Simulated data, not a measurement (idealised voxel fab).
voxel tone inversion: a process module
For reference, the cross-section in this document is cut, with width 275 nm and square cells of 5 nm.
In what follows, cross-sections appear as grids of square cells, described through bands that run from the top down, where every band is one or more rows of cells.
Heights first: top, then bottom, in nm. Then materials, left to right, each with a width in nm. "everywhere" on a single material: fills the band edge to edge. "blank": empty space.
Heads up on the height convention: 0 is the point under which the incoming wafer is all one material, and the lowest band has no bottom, it just keeps going down, like "0 and below".
A width given as "30 to 40" starts at the first number in the band's top row and ends at the second number in its bottom row, shifting by an equal amount at every step from row to row.
When a step is marked "nothing altered", none of the cells in the cross-section changed during that step.
This entry, "Enclosed empty spaces", enumerates those empty regions of no fewer than 8 cells that possess no open connection to the top. Each region is reported in the form width x height at distance, the distance being taken from the left edge, with all three quantities expressed in nm.
Past the settings on a step's line: simulator remark, on that step.
Among the settings permitted on a step's line is "overlay nm"; applied to a step with a mask, it specifies the extent to which the mask lay to the right of its planned position, whereas a negative figure signifies a position to the left.

-- Planned process steps
1: RECEIVE (material Si)
2: CONFORMAL_DEP (material SiN; thk nm 10)
3: DIRECTIONAL_DEP (material polySi; thk nm 20)
4: PATTERN (tone cover; mask id POSTS; material resist; width nm 25; pitch nm 40; thk nm 30; overlay nm 0)
5: DIRECTIONAL_ETCH (etch materials polySi; depth nm 20)
6: STRIP (etch materials resist)
7: FILL_DEP (material lowk; thk nm 5)
8: CMP (height nm 30)
9: STRIP (etch materials polySi)

-- Cross-section of the wafer as it came to us, i.e., already through step 1
  0 and below  Si everywhere
  Enclosed empty spaces: none

-- As-planned run: cross-section of the first of two wafers at end of module
  30 down to 10  lowk=85, then blank=25, then lowk=15, then blank=25, then lowk=15, then blank=25, then lowk=85
  10 down to 0  SiN everywhere
  0 and below  Si everywhere
  Enclosed empty spaces: none

-- Second of two wafers, module complete, sectioned: it shares the first wafer's start and plan but was run with one mistake
  30 down to 10  blank=85, then lowk=25, then blank=15, then lowk=25, then blank=15, then lowk=25, then blank=85
  10 down to 0  SiN everywhere
  0 and below  Si everywhere
  Enclosed empty spaces: none
Error vs. plan: step 4, actual vs plan mismatch, actual run PATTERN (tone open; mask id POSTS; material resist; width nm 25; pitch nm 40; thk nm 30; overlay nm 0)
Final tally in cells, some materials are higher or lower on the second wafer than on the first: lowk: 100 fewer
